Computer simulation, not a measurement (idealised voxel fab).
process module | voxel gate over fins
cross-section cut | 200 nm wide | cells 5 nm
A cross-section is a grid of square cells, given in bands from the top down. A band is one or more rows of cells.
Each band's line starts with the height of the band's top and of its bottom, in nm. Then come its materials from left to right, each with its width in nm. One material with "throughout" fills the band from edge to edge. "air" is empty space.
Height 0 is the level under which the wafer as received is all one material. The lowest band goes on downwards, as in "0 down".
A width such as "30 to 40" changes by the same amount from each row of cells to the next, from the band's top row to its bottom row.
"no change" after a step means that no cell of the cross-section changed.
closed voids: empty space of 8 cells or more with no open way to the top, each as width x height at its distance from the left edge, in nm
after a step's settings: what the simulator itself notes on the step
overlay nm, on a step with a mask: how far to the right of its planned place the mask lay; to the left if negative
plan
1 op RECEIVE | material Si
2 op CONFORMAL_DEP | material SiN | thk nm 5
3 op PATTERN | tone cover | mask id FINS | material resist | width nm 15 | pitch nm 50 | thk nm 15 | overlay nm 0
4 op DIRECTIONAL_ETCH | etch materials SiN | depth nm 5
5 op DIRECTIONAL_ETCH | etch materials Si | depth nm 30
6 op STRIP | etch materials resist
7 op FILL_DEP | material SiO2 | thk nm 15
8 op CMP | height nm 5
9 op MASKED_ETCH | tone open | mask id RAIL | width nm 15 | etch materials SiO2 | depth nm 30 | overlay nm 0
10 op CONFORMAL_DEP | material TiN | thk nm 5
11 op FILL_DEP | material W | thk nm 5
12 op CMP | height nm 5
13 op SELECTIVE_ETCH | etch materials W Ru TiN | depth nm 25
14 op FILL_DEP | material SiO2 | thk nm 5
15 op CMP | height nm 5
16 op SELECTIVE_ETCH | etch materials SiO2 | depth nm 15
17 op STRIP | etch materials SiN
18 op CONFORMAL_DEP | material HfO2 | thk nm 5
19 op CONFORMAL_DEP | material TiN | thk nm 5
20 op FILL_DEP | material W | thk nm 15
21 op CMP | height nm 20
22 op CONFORMAL_DEP | material SiN | thk nm 5
as received, after step 1
  0 down: Si throughout
  closed voids: none
first wafer at the end, as planned
  25 to 20: SiN throughout
  20 to 10: W throughout
  10 to 5: W 5 | TiN 35 | W 15 | TiN 35 | W 15 | TiN 35 | W 15 | TiN 35 | W 10
  5 to 0: W 5 | TiN 5 | HfO2 25 | TiN 5 | W 15 | TiN 5 | HfO2 25 | TiN 5 | W 15 | TiN 5 | HfO2 25 | TiN 5 | W 15 | TiN 5 | HfO2 25 | TiN 5 | W 10
  0 to -5: TiN 10 | HfO2 5 | Si 15 | HfO2 5 | TiN 25 | HfO2 5 | Si 15 | HfO2 5 | TiN 25 | HfO2 5 | Si 15 | HfO2 5 | TiN 25 | HfO2 5 | Si 15 | HfO2 5 | TiN 15
  -5 to -10: HfO2 15 | Si 15 | HfO2 35 | Si 15 | HfO2 35 | Si 15 | HfO2 35 | Si 15 | HfO2 20
  -10 to -20: SiO2 15 | Si 15 | SiO2 35 | Si 15 | SiO2 35 | Si 15 | SiO2 35 | Si 15 | SiO2 20
  -20 to -25: SiO2 15 | Si 15 | SiO2 10 | TiN 15 | SiO2 10 | Si 15 | SiO2 35 | Si 15 | SiO2 35 | Si 15 | SiO2 20
  -25 to -30: SiO2 15 | Si 15 | SiO2 35 | Si 15 | SiO2 35 | Si 15 | SiO2 35 | Si 15 | SiO2 20
  -30 down: Si throughout
  closed voids: none
second wafer at the end: like start, like plan, one mistake
  25 to 20: SiN throughout
  20 to 5: W throughout
  5 to 0: W 10 | TiN 25 | W 25 | TiN 25 | W 25 | TiN 25 | W 25 | TiN 25 | W 15
  0 to -5: W 10 | TiN 5 | Si 15 | TiN 5 | W 25 | TiN 5 | Si 15 | TiN 5 | W 25 | TiN 5 | Si 15 | TiN 5 | W 25 | TiN 5 | Si 15 | TiN 5 | W 15
  -5 to -10: TiN 15 | Si 15 | TiN 35 | Si 15 | TiN 35 | Si 15 | TiN 35 | Si 15 | TiN 20
  -10 to -20: SiO2 15 | Si 15 | SiO2 35 | Si 15 | SiO2 35 | Si 15 | SiO2 35 | Si 15 | SiO2 20
  -20 to -25: SiO2 15 | Si 15 | SiO2 10 | TiN 15 | SiO2 10 | Si 15 | SiO2 35 | Si 15 | SiO2 35 | Si 15 | SiO2 20
  -25 to -30: SiO2 15 | Si 15 | SiO2 35 | Si 15 | SiO2 35 | Si 15 | SiO2 35 | Si 15 | SiO2 20
  -30 down: Si throughout
  closed voids: none
what went wrong: step 18 was left out
at the end the second wafer has, in cells: 56 fewer of HfO2 | 56 more of W
